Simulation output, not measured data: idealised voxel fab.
Process module, titled voxel released beams
Xsec cut, 290 nm wide, square cell size 5 nm.
We lay out every cross-section as a grid of square cells and spell it out in bands from the top down, where one band means one or more rows of cells. This entry defines a band. It first specifies the height of the band's top and the height of its bottom in nm, and then specifies the band's materials from left to right, stating each material with its width in nm. The word "all across" identifies a single material that fills the band from edge to edge, while the word "empty" identifies empty space. Basically, 0 is our baseline, since under it the wafer straight out of the box is all one material. The bottom band has no lower end and keeps on going down, so it looks like "0..down". Note: "30->40" means the width goes from the first number (top row of the band) to the second number (bottom row) in equal steps per row of cells. Take "changes: none" at face value: in the step it is given for, the cross-section changed in none of its cells. The list in "Sealed void list" covers empty spaces of 8 cells or more that cannot reach the top through any open way, and it gives each as width x height at distance; the distance is from the left edge, and width, height and distance are in nm. Read whatever lies past the settings on a step's line as the simulator's own remark about the step. "overlay nm" denotes, for a step that has a mask, the displacement of the mask to the right of its planned place, with negative values corresponding to the left.
[Here's what the planned process steps look like]
1. RECEIVE: material Si
2. CONFORMAL_DEP: material SiN, thk nm 5
3. DIRECTIONAL_DEP: material SiO2, thk nm 10
4. MASKED_ETCH: tone open, mask id ANCHOR, width nm 30, etch materials SiO2, depth nm 10, overlay nm 0
5. CONFORMAL_DEP: material TiN, thk nm 10
6. MASKED_ETCH: tone cover, mask id BEAM, width nm 100, etch materials TiN, depth nm 10, overlay nm 0
7. STRIP: etch materials SiO2
[Delivered wafer in cross-section: state after step 1]
	0..down  Si all across
	Sealed void list: none
[Module complete - cross-section of the first of two wafers, run according to plan]
	25..15  empty (90), then TiN (15), then empty (10), then TiN (75), then empty (100)
	15..5  empty (95), then TiN (30), then empty (165)
	5..0  SiN all across
	0..down  Si all across
	Sealed void list: none
[Wafer two, end of module, cross-section. Same start, same plan as wafer one. One mistake in the run]
	25..15  empty (85), then TiN (20), then empty (10), then TiN (80), then empty (95)
	15..5  empty (95), then TiN (30), then empty (165)
	5..0  SiN all across
	0..down  Si all across
	Sealed void list: none
Run error: planned and actual differ for step 6; actual: MASKED_ETCH: tone cover, mask id BEAM, width nm 110, etch materials TiN, depth nm 10, overlay nm 0
Final wafer comparison in cells, second versus first, more or fewer per material: 4 more of TiN
